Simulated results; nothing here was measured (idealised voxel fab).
This is a process module. Its name is voxel ribs on slabs.
190 nm wide, 5 nm square cells: that's cross-section cut.
When this document writes out a cross-section, it uses a grid of square cells and lists it as bands, beginning at the top and moving down, with a band standing for one or more rows of cells.
Heights first: top, then bottom, in nm. Then materials, left to right, each with a width in nm. "everywhere" on a single material: fills the band edge to edge. "empty": empty space.
The level at which height equals 0 is the one under which the wafer, as it arrives, is entirely one material. No lower edge exists for the bottom band, which continues downward and is notated as in "0 and below".
Think of "30 to 40" as a width that walks from the first number to the second as you go down the band, top row to bottom row, taking equal-sized steps from row to row.
"left unchanged" means the step left every cell of the cross-section as it was.
Trapped cavities: empty space of 8 cells or more with no open way to the top, each as width x height at its distance from the left edge, in nm
That trailing text on a step's line, after the settings, is the simulator's own remark on the step.
The "overlay nm" setting may appear on a step's line; for a step that uses a mask, it gives how far to the right of its planned position the mask lay, and a negative value indicates the left.

plan
step 1: RECEIVE with material Si
step 2: DIRECTIONAL_DEP with material SiO2, thk nm 20
step 3: DIRECTIONAL_DEP with material SiN, thk nm 25
step 4: PATTERN with tone cover, mask id RIB, material resist, width nm 20, thk nm 15, overlay nm 0
step 5: DIRECTIONAL_ETCH with etch materials SiN, depth nm 10
step 6: STRIP with etch materials resist
step 7: PATTERN with tone cover, mask id SLAB, material resist, width nm 70, thk nm 20, overlay nm 0
step 8: DIRECTIONAL_ETCH with etch materials SiN, depth nm 15
step 9: STRIP with etch materials resist
step 10: FILL_DEP with material SiO2, thk nm 25
step 11: CMP with height nm 60
step 12: DIRECTIONAL_DEP with material TiN, thk nm 5
step 13: DIRECTIONAL_DEP with material aC, thk nm 15
step 14: PATTERN with tone cover, mask id HEATER, material resist, width nm 30, thk nm 30, overlay nm 0
step 15: DIRECTIONAL_ETCH with etch materials aC, depth nm 15
step 16: STRIP with etch materials resist
step 17: DIRECTIONAL_ETCH with etch materials TiN, depth nm 5
step 18: STRIP with etch materials aC
step 19: CONFORMAL_DEP with material SiO2, thk nm 10

So this is the incoming wafer in cross-section - it's already been through step 1
	0 and below | Si everywhere
	Trapped cavities: none

Cross-section, end of module. Start: as above. Plan: as above. Execution: one mistake
	75 down to 70 | 70 nm empty | 50 nm SiO2 | 70 nm empty
	70 down to 65 | SiO2 everywhere
	65 down to 60 | 80 nm SiO2 | 30 nm TiN | 80 nm SiO2
	60 down to 35 | SiO2 everywhere
	35 down to 30 | 60 nm SiN | 70 nm SiO2 | 60 nm SiN
	30 down to 20 | 60 nm SiN | 25 nm SiO2 | 20 nm SiN | 25 nm SiO2 | 60 nm SiN
	20 down to 0 | SiO2 everywhere
	0 and below | Si everywhere
	Trapped cavities: none
The plan and the run diverged here: step 7 off recipe, ran as PATTERN with tone open, mask id SLAB, material resist, width nm 70, thk nm 20, overlay nm 0
